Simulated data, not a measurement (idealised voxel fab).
Title: Process Module voxel tone inversion
The cross-section shown here is cut; it is 215 nm wide and divided into square cells measuring 5 nm on a side.
Just so we're on the same page, the cross-sections are grids of square cells, and they're listed out in bands top to bottom, each band one or more rows deep.
The band entry comprises the height of the band's top followed by the height of its bottom, expressed in nm, and subsequently the band's materials from left to right, each stated together with its width in nm. Where a single material is marked with the word "throughout", that material fills the band from edge to edge. The word "empty" represents empty space.
Counting heights begins at 0, where everything beneath is, in the wafer as received, one material. The lowest band has no bottom; it goes on downwards, as "0..down" shows.
Think of "30->40" as a width that walks from the first number to the second as you go down the band, top row to bottom row, taking equal-sized steps from row to row.
"nothing got changed" means the step left every cell of the cross-section as it was.
Under "Voids, enclosed" you'll find the enclosed gaps, the ones with no way out to the top, that are 8 cells or bigger; each reads width x height at distance, with distance counted from the left edge, everything in nm.
Text after the settings on a step's line: the simulator's own remark on that step.
overlay nm: mask offset rightward from planned place, masked step; negative means leftward offset.

The following list gives the planned process steps:
1. RECEIVE | material Si
2. CONFORMAL_DEP | material SiN | thk nm 5
3. DIRECTIONAL_DEP | material aC | thk nm 15
4. PATTERN | tone cover | mask id POSTS | material resist | width nm 20 | pitch nm 50 | thk nm 20 | overlay nm 0
5. DIRECTIONAL_ETCH | etch materials aC | depth nm 15
6. STRIP | etch materials resist
7. FILL_DEP | material lowk | thk nm 5
8. CMP | height nm 20
9. STRIP | etch materials aC

Incoming wafer in cross-section (state: after step 1):
> 0..down: Si throughout
> Voids, enclosed: none

Post-module cross-section: identical start and plan to those above, one misstep in execution:
> 20..15: lowk: 20, empty: 20, lowk: 30, empty: 20, lowk: 30, empty: 20, lowk: 30, empty: 20, lowk: 25
> 15..0: SiN throughout
> 0..down: Si throughout
> Voids, enclosed: none
Plan not followed: so step 2 ended up running with a different setting than we planned, it ran as CONFORMAL_DEP | material SiN | thk nm 15
